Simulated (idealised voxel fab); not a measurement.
The following process module bears the name voxel transistor to metal.
The figure presents cross-section cut, which has a width of 160 nm and is divided into square cells with an edge length of 5 nm.
A cross-section is a grid of square cells, given in bands from the top down. A band is one or more rows of cells. A band entry consists of two parts. The first gives the height of the band's top and the height of its bottom, in nm. The rest lists the band's materials from left to right, each with its width in nm. A single material labelled with the word "everywhere" fills the band from edge to edge, and the word "empty" marks empty space. Ref level 0: as-received wafer is one material below here. Bottom band extends down with no lower bound ("0 nm and below"). A width such as "30..40" changes by the same amount from each row of cells to the next, from the band's top row to its bottom row. What does "stayed the same" mean for a step? It means no cell of the cross-section changed in that step. "Closed voids list" contains a list of empty spaces, each no smaller than 8 cells and without an open way to the top, written in the form width x height at distance with the distance from the left edge and all three in nm. The remark found on a step's line after its settings is issued by the simulator itself and pertains to that step. overlay nm: how far to the right of its planned place the mask lay on this masked step (negative: to the left).

So here's the lineup of process steps we planned
1 RECEIVE | material Si
2 CONFORMAL_DEP | material SiO2 | thk nm 5
3 CONFORMAL_DEP | material SiN | thk nm 15
4 MASKED_ETCH | tone cover | mask id ACTIVE | width nm 125 | etch materials SiN | depth nm 15 | overlay nm 0
5 MASKED_ETCH | tone cover | mask id ACTIVE | width nm 125 | etch materials SiO2 | depth nm 5 | overlay nm 0
6 MASKED_ETCH | tone cover | mask id ACTIVE | width nm 125 | etch materials Si | depth nm 25 | overlay nm 0
7 FILL_DEP | material SiO2 | thk nm 15
8 CMP | height nm 20
9 SELECTIVE_ETCH | etch materials SiO2 | depth nm 15
10 STRIP | etch materials SiN
11 SELECTIVE_ETCH | etch materials SiO2 | depth nm 5
12 OXIDIZE | depth nm 5
13 DIRECTIONAL_DEP | material polySi | thk nm 30
14 DIRECTIONAL_DEP | material SiCN | thk nm 10
15 DIRECTIONAL_DEP | material aC | thk nm 10
16 PATTERN | tone cover | mask id GATE | material resist | width nm 25 | thk nm 25 | overlay nm 0
17 DIRECTIONAL_ETCH | etch materials aC | depth nm 10
18 STRIP | etch materials resist
19 DIRECTIONAL_ETCH | etch materials SiCN | depth nm 20
20 DIRECTIONAL_ETCH | etch materials polySi | depth nm 40
21 STRIP | etch materials aC
22 CONFORMAL_DEP | material SiO2 | thk nm 5
23 DIRECTIONAL_ETCH | etch materials SiO2 | depth nm 5
24 CONFORMAL_DEP | material SiN | thk nm 10
25 DIRECTIONAL_ETCH | etch materials SiN | depth nm 10
26 DIRECTIONAL_ETCH | etch materials SiO2 | depth nm 5
27 EPI | material pSi | thk nm 5
28 FILL_DEP | material SiO2 | thk nm 10
29 CMP | height nm 30
30 STRIP | etch materials polySi
31 SELECTIVE_ETCH | etch materials SiO2 | depth nm 5
32 CONFORMAL_DEP | material HfO2 | thk nm 5
33 CONFORMAL_DEP | material TiN | thk nm 5
34 FILL_DEP | material W | thk nm 5
35 CMP | height nm 25
36 DIRECTIONAL_DEP | material SiO2 | thk nm 10
37 PATTERN | tone open | mask id CONTACT | material resist | width nm 20 | pitch nm 85 | thk nm 20 | overlay nm 0
38 DIRECTIONAL_ETCH | etch materials SiO2 | depth nm 35
39 STRIP | etch materials resist
40 CONFORMAL_DEP | material TiN | thk nm 5
41 FILL_DEP | material Ru | thk nm 5
42 CMP | height nm 35
43 DIRECTIONAL_DEP | material TiN | thk nm 5
44 DIRECTIONAL_DEP | material W | thk nm 25
45 MASKED_ETCH | tone cover | mask id METAL_1 | width nm 20 | pitch nm 85 | etch materials W | depth nm 25 | overlay nm 0
46 MASKED_ETCH | tone cover | mask id METAL_1 | width nm 20 | pitch nm 85 | etch materials TiN | depth nm 5 | overlay nm 0
47 CONFORMAL_DEP | material SiCN | thk nm 5
48 FILL_DEP | material lowk | thk nm 10
49 CMP | height nm 65
50 CONFORMAL_DEP | material SiCN | thk nm 5
51 DIRECTIONAL_DEP | material SiO2 | thk nm 25
52 MASKED_ETCH | tone open | mask id METAL_2 | width nm 20 | pitch nm 85 | etch materials SiO2 | depth nm 15 | overlay nm 0
53 DIRECTIONAL_DEP | material aC | thk nm 15
54 PATTERN | tone open | mask id METAL_2_HOLES | material resist | width nm 15 | pitch nm 85 | thk nm 30 | overlay nm 0
55 DIRECTIONAL_ETCH | etch materials aC | depth nm 15
56 STRIP | etch materials resist
57 DIRECTIONAL_ETCH | etch materials SiO2 | depth nm 10
58 DIRECTIONAL_ETCH | etch materials SiCN | depth nm 5
59 STRIP | etch materials aC
60 CONFORMAL_DEP | material TiN | thk nm 5
61 FILL_DEP | material Cu | thk nm 5
62 CMP | height nm 95
63 CONFORMAL_DEP | material SiCN | thk nm 5

First wafer, as planned

So this is the incoming wafer in cross-section - it's already been through step 1
0 nm and below: Si everywhere
Closed voids list: none

After step 2
5 nm to 0 nm: SiO2 everywhere
Anything lower than 0 is untouched.

After step 3
20 nm to 5 nm: SiN everywhere
Anything lower than 5 is untouched.

After step 4
20 nm to 5 nm: empty: 15 | SiN: 125 | empty: 20
Anything lower than 5 is untouched.

After step 5
20 nm to 5 nm: empty: 15 | SiN: 125 | empty: 20
5 nm to 0 nm: empty: 15 | SiO2: 125 | empty: 20
Anything lower than 0 is untouched.

After step 6
20 nm to 5 nm: empty: 15 | SiN: 125 | empty: 20
5 nm to 0 nm: empty: 15 | SiO2: 125 | empty: 20
0 nm to -25 nm: empty: 15 | Si: 125 | empty: 20
Anything lower than -25 is untouched.

After step 7
35 nm to 20 nm: SiO2 everywhere
20 nm to 5 nm: SiO2: 15 | SiN: 125 | SiO2: 20
5 nm to 0 nm: SiO2 everywhere
0 nm to -25 nm: SiO2: 15 | Si: 125 | SiO2: 20
Anything lower than -25 is untouched.

After step 8
20 nm to 5 nm: SiO2: 15 | SiN: 125 | SiO2: 20
Anything lower than 5 is untouched.

After step 9
20 nm to 5 nm: empty: 15 | SiN: 125 | empty: 20
Anything lower than 5 is untouched.

After step 10
5 nm to 0 nm: SiO2 everywhere
Anything lower than 0 is untouched.

After step 11
0 nm to -25 nm: SiO2: 15 | Si: 125 | SiO2: 20
Anything lower than -25 is untouched.

After step 12
0 nm to -5 nm: SiO2 everywhere
Anything lower than -5 is untouched.

After step 13
30 nm to 0 nm: polySi everywhere
Anything lower than 0 is untouched.

After step 14
40 nm to 30 nm: SiCN everywhere
Anything lower than 30 is untouched.

After step 15
50 nm to 40 nm: aC everywhere
Anything lower than 40 is untouched.

After step 16
75 nm to 50 nm: empty: 65 | resist: 25 | empty: 70
Anything lower than 50 is untouched.

After step 17
65 nm to 50 nm: empty: 65 | resist: 25 | empty: 70
50 nm to 40 nm: empty: 65 | aC: 25 | empty: 70
Anything lower than 40 is untouched.

After step 18
50 nm to 40 nm: empty: 65 | aC: 25 | empty: 70
Anything lower than 40 is untouched.

After step 19
50 nm to 40 nm: empty: 65 | aC: 25 | empty: 70
40 nm to 30 nm: empty: 65 | SiCN: 25 | empty: 70
Anything lower than 30 is untouched.

After step 20
50 nm to 40 nm: empty: 65 | aC: 25 | empty: 70
40 nm to 30 nm: empty: 65 | SiCN: 25 | empty: 70
30 nm to 0 nm: empty: 65 | polySi: 25 | empty: 70
Anything lower than 0 is untouched.

After step 21
40 nm to 30 nm: empty: 65 | SiCN: 25 | empty: 70
Anything lower than 30 is untouched.

After step 22
45 nm to 40 nm: empty: 60 | SiO2: 35 | empty: 65
40 nm to 30 nm: empty: 60 | SiO2: 5 | SiCN: 25 | SiO2: 5 | empty: 65
30 nm to 5 nm: empty: 60 | SiO2: 5 | polySi: 25 | SiO2: 5 | empty: 65
5 nm to 0 nm: SiO2: 65 | polySi: 25 | SiO2: 70
Anything lower than 0 is untouched.

After step 23
40 nm to 30 nm: empty: 60 | SiO2: 5 | SiCN: 25 | SiO2: 5 | empty: 65
30 nm to 0 nm: empty: 60 | SiO2: 5 | polySi: 25 | SiO2: 5 | empty: 65
Anything lower than 0 is untouched.

After step 24
50 nm to 40 nm: empty: 50 | SiN: 55 | empty: 55
40 nm to 30 nm: empty: 50 | SiN: 10 | SiO2: 5 | SiCN: 25 | SiO2: 5 | SiN: 10 | empty: 55
30 nm to 10 nm: empty: 50 | SiN: 10 | SiO2: 5 | polySi: 25 | SiO2: 5 | SiN: 10 | empty: 55
10 nm to 0 nm: SiN: 60 | SiO2: 5 | polySi: 25 | SiO2: 5 | SiN: 65
Anything lower than 0 is untouched.

After step 25
40 nm to 30 nm: empty: 50 | SiN: 10 | SiO2: 5 | SiCN: 25 | SiO2: 5 | SiN: 10 | empty: 55
30 nm to 0 nm: empty: 50 | SiN: 10 | SiO2: 5 | polySi: 25 | SiO2: 5 | SiN: 10 | empty: 55
Anything lower than 0 is untouched.

After step 26
40 nm to 35 nm: empty: 50 | SiN: 10 | empty: 5 | SiCN: 25 | empty: 5 | SiN: 10 | empty: 55
35 nm to 30 nm: empty: 50 | SiN: 10 | SiO2: 5 | SiCN: 25 | SiO2: 5 | SiN: 10 | empty: 55
30 nm to 0 nm: empty: 50 | SiN: 10 | SiO2: 5 | polySi: 25 | SiO2: 5 | SiN: 10 | empty: 55
0 nm to -5 nm: empty: 50 | SiO2: 55 | empty: 55
Anything lower than -5 is untouched.

After step 27
40 nm to 35 nm: empty: 50 | SiN: 10 | empty: 5 | SiCN: 25 | empty: 5 | SiN: 10 | empty: 55
35 nm to 30 nm: empty: 50 | SiN: 10 | SiO2: 5 | SiCN: 25 | SiO2: 5 | SiN: 10 | empty: 55
30 nm to 0 nm: empty: 50 | SiN: 10 | SiO2: 5 | polySi: 25 | SiO2: 5 | SiN: 10 | empty: 55
0 nm to -5 nm: empty: 10 | pSi: 40 | SiO2: 55 | pSi: 40 | empty: 15
Anything lower than -5 is untouched.

After step 28
50 nm to 40 nm: SiO2 everywhere
40 nm to 30 nm: SiO2: 50 | SiN: 10 | SiO2: 5 | SiCN: 25 | SiO2: 5 | SiN: 10 | SiO2: 55
30 nm to 0 nm: SiO2: 50 | SiN: 10 | SiO2: 5 | polySi: 25 | SiO2: 5 | SiN: 10 | SiO2: 55
0 nm to -5 nm: SiO2: 10 | pSi: 40 | SiO2: 55 | pSi: 40 | SiO2: 15
Anything lower than -5 is untouched.

After step 29
30 nm to 0 nm: SiO2: 50 | SiN: 10 | SiO2: 5 | polySi: 25 | SiO2: 5 | SiN: 10 | SiO2: 55
Anything lower than 0 is untouched.

After step 30
30 nm to 0 nm: SiO2: 50 | SiN: 10 | SiO2: 5 | empty: 25 | SiO2: 5 | SiN: 10 | SiO2: 55
Anything lower than 0 is untouched.

After step 31
30 nm to 25 nm: empty: 50 | SiN: 10 | empty: 35 | SiN: 10 | empty: 55
25 nm to 0 nm: SiO2: 50 | SiN: 10 | empty: 35 | SiN: 10 | SiO2: 55
0 nm to -5 nm: SiO2: 10 | pSi: 40 | SiO2: 10 | empty: 35 | SiO2: 10 | pSi: 40 | SiO2: 15
Anything lower than -5 is untouched.

After step 32
35 nm to 30 nm: empty: 45 | HfO2: 20 | empty: 25 | HfO2: 20 | empty: 50
30 nm to 25 nm: HfO2: 50 | SiN: 10 | HfO2: 5 | empty: 25 | HfO2: 5 | SiN: 10 | HfO2: 55
25 nm to 0 nm: SiO2: 50 | SiN: 10 | HfO2: 5 | empty: 25 | HfO2: 5 | SiN: 10 | SiO2: 55
0 nm to -5 nm: SiO2: 10 | pSi: 40 | SiO2: 10 | HfO2: 35 | SiO2: 10 | pSi: 40 | SiO2: 15
Anything lower than -5 is untouched.

After step 33
40 nm to 35 nm: empty: 40 | TiN: 30 | empty: 15 | TiN: 30 | empty: 45
35 nm to 30 nm: TiN: 45 | HfO2: 20 | TiN: 5 | empty: 15 | TiN: 5 | HfO2: 20 | TiN: 50
30 nm to 25 nm: HfO2: 50 | SiN: 10 | HfO2: 5 | TiN: 5 | empty: 15 | TiN: 5 | HfO2: 5 | SiN: 10 | HfO2: 55
25 nm to 5 nm: SiO2: 50 | SiN: 10 | HfO2: 5 | TiN: 5 | empty: 15 | TiN: 5 | HfO2: 5 | SiN: 10 | SiO2: 55
5 nm to 0 nm: SiO2: 50 | SiN: 10 | HfO2: 5 | TiN: 25 | HfO2: 5 | SiN: 10 | SiO2: 55
Anything lower than 0 is untouched.

After step 34
45 nm to 40 nm: W everywhere
40 nm to 35 nm: W: 40 | TiN: 30 | W: 15 | TiN: 30 | W: 45
35 nm to 30 nm: TiN: 45 | HfO2: 20 | TiN: 5 | W: 15 | TiN: 5 | HfO2: 20 | TiN: 50
30 nm to 25 nm: HfO2: 50 | SiN: 10 | HfO2: 5 | TiN: 5 | W: 15 | TiN: 5 | HfO2: 5 | SiN: 10 | HfO2: 55
25 nm to 5 nm: SiO2: 50 | SiN: 10 | HfO2: 5 | TiN: 5 | W: 15 | TiN: 5 | HfO2: 5 | SiN: 10 | SiO2: 55
Anything lower than 5 is untouched.

After step 35
25 nm to 5 nm: SiO2: 50 | SiN: 10 | HfO2: 5 | TiN: 5 | W: 15 | TiN: 5 | HfO2: 5 | SiN: 10 | SiO2: 55
Anything lower than 5 is untouched.

After step 36
35 nm to 25 nm: SiO2 everywhere
Anything lower than 25 is untouched.

After step 37
55 nm to 35 nm: resist: 25 | empty: 20 | resist: 65 | empty: 20 | resist: 30
Anything lower than 35 is untouched.

After step 38
55 nm to 35 nm: resist: 25 | empty: 20 | resist: 65 | empty: 20 | resist: 30
35 nm to 25 nm: SiO2: 25 | empty: 20 | SiO2: 65 | empty: 20 | SiO2: 30
25 nm to 5 nm: SiO2: 25 | empty: 20 | SiO2: 5 | SiN: 10 | HfO2: 5 | TiN: 5 | W: 15 | TiN: 5 | HfO2: 5 | SiN: 10 | SiO2: 5 | empty: 20 | SiO2: 30
5 nm to 0 nm: SiO2: 25 | empty: 20 | SiO2: 5 | SiN: 10 | HfO2: 5 | TiN: 25 | HfO2: 5 | SiN: 10 | SiO2: 5 | empty: 20 | SiO2: 30
Anything lower than 0 is untouched.

After step 39
35 nm to 25 nm: SiO2: 25 | empty: 20 | SiO2: 65 | empty: 20 | SiO2: 30
Anything lower than 25 is untouched.

After step 40
40 nm to 35 nm: TiN: 30 | empty: 10 | TiN: 75 | empty: 10 | TiN: 35
35 nm to 25 nm: SiO2: 25 | TiN: 5 | empty: 10 | TiN: 5 | SiO2: 65 | TiN: 5 | empty: 10 | TiN: 5 | SiO2: 30
25 nm to 5 nm: SiO2: 25 | TiN: 5 | empty: 10 | TiN: 5 | SiO2: 5 | SiN: 10 | HfO2: 5 | TiN: 5 | W: 15 | TiN: 5 | HfO2: 5 | SiN: 10 | SiO2: 5 | TiN: 5 | empty: 10 | TiN: 5 | SiO2: 30
5 nm to 0 nm: SiO2: 25 | TiN: 20 | SiO2: 5 | SiN: 10 | HfO2: 5 | TiN: 25 | HfO2: 5 | SiN: 10 | SiO2: 5 | TiN: 20 | SiO2: 30
Anything lower than 0 is untouched.

After step 41
45 nm to 40 nm: Ru everywhere
40 nm to 35 nm: TiN: 30 | Ru: 10 | TiN: 75 | Ru: 10 | TiN: 35
35 nm to 25 nm: SiO2: 25 | TiN: 5 | Ru: 10 | TiN: 5 | SiO2: 65 | TiN: 5 | Ru: 10 | TiN: 5 | SiO2: 30
25 nm to 5 nm: SiO2: 25 | TiN: 5 | Ru: 10 | TiN: 5 | SiO2: 5 | SiN: 10 | HfO2: 5 | TiN: 5 | W: 15 | TiN: 5 | HfO2: 5 | SiN: 10 | SiO2: 5 | TiN: 5 | Ru: 10 | TiN: 5 | SiO2: 30
Anything lower than 5 is untouched.

After step 42
35 nm to 25 nm: SiO2: 25 | TiN: 5 | Ru: 10 | TiN: 5 | SiO2: 65 | TiN: 5 | Ru: 10 | TiN: 5 | SiO2: 30
Anything lower than 25 is untouched.

After step 43
40 nm to 35 nm: TiN everywhere
Anything lower than 35 is untouched.

After step 44
65 nm to 40 nm: W everywhere
Anything lower than 40 is untouched.

After step 45
65 nm to 40 nm: empty: 25 | W: 20 | empty: 65 | W: 20 | empty: 30
Anything lower than 40 is untouched.

After step 46
65 nm to 40 nm: empty: 25 | W: 20 | empty: 65 | W: 20 | empty: 30
40 nm to 35 nm: empty: 25 | TiN: 20 | empty: 65 | TiN: 20 | empty: 30
Anything lower than 35 is untouched.

After step 47
70 nm to 65 nm: empty: 20 | SiCN: 30 | empty: 55 | SiCN: 30 | empty: 25
65 nm to 40 nm: empty: 20 | SiCN: 5 | W: 20 | SiCN: 5 | empty: 55 | SiCN: 5 | W: 20 | SiCN: 5 | empty: 25
40 nm to 35 nm: SiCN: 25 | TiN: 20 | SiCN: 65 | TiN: 20 | SiCN: 30
Anything lower than 35 is untouched.

After step 48
80 nm to 70 nm: lowk everywhere
70 nm to 65 nm: lowk: 20 | SiCN: 30 | lowk: 55 | SiCN: 30 | lowk: 25
65 nm to 40 nm: lowk: 20 | SiCN: 5 | W: 20 | SiCN: 5 | lowk: 55 | SiCN: 5 | W: 20 | SiCN: 5 | lowk: 25
Anything lower than 40 is untouched.

After step 49
65 nm to 40 nm: lowk: 20 | SiCN: 5 | W: 20 | SiCN: 5 | lowk: 55 | SiCN: 5 | W: 20 | SiCN: 5 | lowk: 25
Anything lower than 40 is untouched.

After step 50
70 nm to 65 nm: SiCN everywhere
Anything lower than 65 is untouched.

After step 51
95 nm to 70 nm: SiO2 everywhere
Anything lower than 70 is untouched.

After step 52
95 nm to 80 nm: SiO2: 25 | empty: 20 | SiO2: 65 | empty: 20 | SiO2: 30
Anything lower than 80 is untouched.

After step 53
110 nm to 95 nm: aC: 25 | empty: 20 | aC: 65 | empty: 20 | aC: 30
95 nm to 80 nm: SiO2: 25 | aC: 20 | SiO2: 65 | aC: 20 | SiO2: 30
Anything lower than 80 is untouched.

After step 54
140 nm to 110 nm: resist: 25 | empty: 15 | resist: 70 | empty: 15 | resist: 35
110 nm to 95 nm: aC: 25 | empty: 15 | resist: 5 | aC: 65 | empty: 15 | resist: 5 | aC: 30
Anything lower than 95 is untouched.

After step 55
125 nm to 110 nm: resist: 25 | empty: 15 | resist: 70 | empty: 15 | resist: 35
110 nm to 95 nm: aC: 25 | empty: 15 | resist: 5 | aC: 65 | empty: 15 | resist: 5 | aC: 30
95 nm to 80 nm: SiO2: 25 | empty: 15 | aC: 5 | SiO2: 65 | empty: 15 | aC: 5 | SiO2: 30
Anything lower than 80 is untouched.

After step 56
110 nm to 95 nm: aC: 25 | empty: 20 | aC: 65 | empty: 20 | aC: 30
Anything lower than 95 is untouched.

After step 57
110 nm to 95 nm: aC: 25 | empty: 20 | aC: 65 | empty: 20 | aC: 30
95 nm to 80 nm: SiO2: 25 | empty: 15 | aC: 5 | SiO2: 65 | empty: 15 | aC: 5 | SiO2: 30
80 nm to 70 nm: SiO2: 25 | empty: 15 | SiO2: 70 | empty: 15 | SiO2: 35
Anything lower than 70 is untouched.

After step 58
110 nm to 95 nm: aC: 25 | empty: 20 | aC: 65 | empty: 20 | aC: 30
95 nm to 80 nm: SiO2: 25 | empty: 15 | aC: 5 | SiO2: 65 | empty: 15 | aC: 5 | SiO2: 30
80 nm to 70 nm: SiO2: 25 | empty: 15 | SiO2: 70 | empty: 15 | SiO2: 35
70 nm to 65 nm: SiCN: 25 | empty: 15 | SiCN: 70 | empty: 15 | SiCN: 35
Anything lower than 65 is untouched.

After step 59
95 nm to 80 nm: SiO2: 25 | empty: 20 | SiO2: 65 | empty: 20 | SiO2: 30
Anything lower than 80 is untouched.

After step 60
100 nm to 95 nm: TiN: 30 | empty: 10 | TiN: 75 | empty: 10 | TiN: 35
95 nm to 85 nm: SiO2: 25 | TiN: 5 | empty: 10 | TiN: 5 | SiO2: 65 | TiN: 5 | empty: 10 | TiN: 5 | SiO2: 30
85 nm to 80 nm: SiO2: 25 | TiN: 5 | empty: 5 | TiN: 10 | SiO2: 65 | TiN: 5 | empty: 5 | TiN: 10 | SiO2: 30
80 nm to 70 nm: SiO2: 25 | TiN: 5 | empty: 5 | TiN: 5 | SiO2: 70 | TiN: 5 | empty: 5 | TiN: 5 | SiO2: 35
70 nm to 65 nm: SiCN: 25 | TiN: 15 | SiCN: 70 | TiN: 15 | SiCN: 35
Anything lower than 65 is untouched.

After step 61
105 nm to 100 nm: Cu everywhere
100 nm to 95 nm: TiN: 30 | Cu: 10 | TiN: 75 | Cu: 10 | TiN: 35
95 nm to 85 nm: SiO2: 25 | TiN: 5 | Cu: 10 | TiN: 5 | SiO2: 65 | TiN: 5 | Cu: 10 | TiN: 5 | SiO2: 30
85 nm to 80 nm: SiO2: 25 | TiN: 5 | Cu: 5 | TiN: 10 | SiO2: 65 | TiN: 5 | Cu: 5 | TiN: 10 | SiO2: 30
80 nm to 70 nm: SiO2: 25 | TiN: 5 | Cu: 5 | TiN: 5 | SiO2: 70 | TiN: 5 | Cu: 5 | TiN: 5 | SiO2: 35
Anything lower than 70 is untouched.

After step 62
95 nm to 85 nm: SiO2: 25 | TiN: 5 | Cu: 10 | TiN: 5 | SiO2: 65 | TiN: 5 | Cu: 10 | TiN: 5 | SiO2: 30
Anything lower than 85 is untouched.

After step 63
100 nm to 95 nm: SiCN everywhere
Anything lower than 95 is untouched.

The remaining wafer, second of the two, started like the first and was run to the same plan, except that one mistake was made along the way; the two coincide through step 53, inclusive

Second wafer shown in cross-section at the time step 54 was slated to end
140 nm to 110 nm: resist: 25 | empty: 20 | resist: 65 | empty: 20 | resist: 30
Anything lower than 110 is untouched.

Second wafer shown in cross-section at the time step 55 was slated to end
125 nm to 110 nm: resist: 25 | empty: 20 | resist: 65 | empty: 20 | resist: 30
110 nm to 95 nm: aC: 25 | empty: 20 | aC: 65 | empty: 20 | aC: 30
95 nm to 80 nm: SiO2: 25 | empty: 20 | SiO2: 65 | empty: 20 | SiO2: 30
Anything lower than 80 is untouched.

Second wafer shown in cross-section at the time step 56 was slated to end
110 nm to 95 nm: aC: 25 | empty: 20 | aC: 65 | empty: 20 | aC: 30
Anything lower than 95 is untouched.

Second wafer shown in cross-section at the time step 57 was slated to end
110 nm to 95 nm: aC: 25 | empty: 20 | aC: 65 | empty: 20 | aC: 30
95 nm to 70 nm: SiO2: 25 | empty: 20 | SiO2: 65 | empty: 20 | SiO2: 30
Anything lower than 70 is untouched.

Second wafer shown in cross-section at the time step 58 was slated to end
110 nm to 95 nm: aC: 25 | empty: 20 | aC: 65 | empty: 20 | aC: 30
95 nm to 70 nm: SiO2: 25 | empty: 20 | SiO2: 65 | empty: 20 | SiO2: 30
70 nm to 65 nm: SiCN: 25 | empty: 20 | SiCN: 65 | empty: 20 | SiCN: 30
Anything lower than 65 is untouched.

Second wafer shown in cross-section at the time step 59 was slated to end
95 nm to 70 nm: SiO2: 25 | empty: 20 | SiO2: 65 | empty: 20 | SiO2: 30
Anything lower than 70 is untouched.

Second wafer shown in cross-section at the time step 60 was slated to end
100 nm to 95 nm: TiN: 30 | empty: 10 | TiN: 75 | empty: 10 | TiN: 35
95 nm to 70 nm: SiO2: 25 | TiN: 5 | empty: 10 | TiN: 5 | SiO2: 65 | TiN: 5 | empty: 10 | TiN: 5 | SiO2: 30
70 nm to 65 nm: SiCN: 25 | TiN: 20 | SiCN: 65 | TiN: 20 | SiCN: 30
Anything lower than 65 is untouched.

Second wafer shown in cross-section at the time step 61 was slated to end
105 nm to 100 nm: Cu everywhere
100 nm to 95 nm: TiN: 30 | Cu: 10 | TiN: 75 | Cu: 10 | TiN: 35
95 nm to 70 nm: SiO2: 25 | TiN: 5 | Cu: 10 | TiN: 5 | SiO2: 65 | TiN: 5 | Cu: 10 | TiN: 5 | SiO2: 30
Anything lower than 70 is untouched.

Second wafer shown in cross-section at the time step 62 was slated to end
95 nm to 70 nm: SiO2: 25 | TiN: 5 | Cu: 10 | TiN: 5 | SiO2: 65 | TiN: 5 | Cu: 10 | TiN: 5 | SiO2: 30
Anything lower than 70 is untouched.

Second wafer shown in cross-section at the time step 63 was slated to end
100 nm to 95 nm: SiCN everywhere
Anything lower than 95 is untouched.
So what did we get wrong on this run? it should be noted that step 54 was executed with settings other than those planned, the operation and settings actually applied being PATTERN | tone open | mask id METAL_2_HOLES | material resist | width nm 20 | pitch nm 85 | thk nm 30 | overlay nm 0
In the final state, the cell counts of the second wafer exceed or fall short of those of the first for the following materials: 6 more of Cu; 2 fewer of SiCN; 4 fewer of SiO2
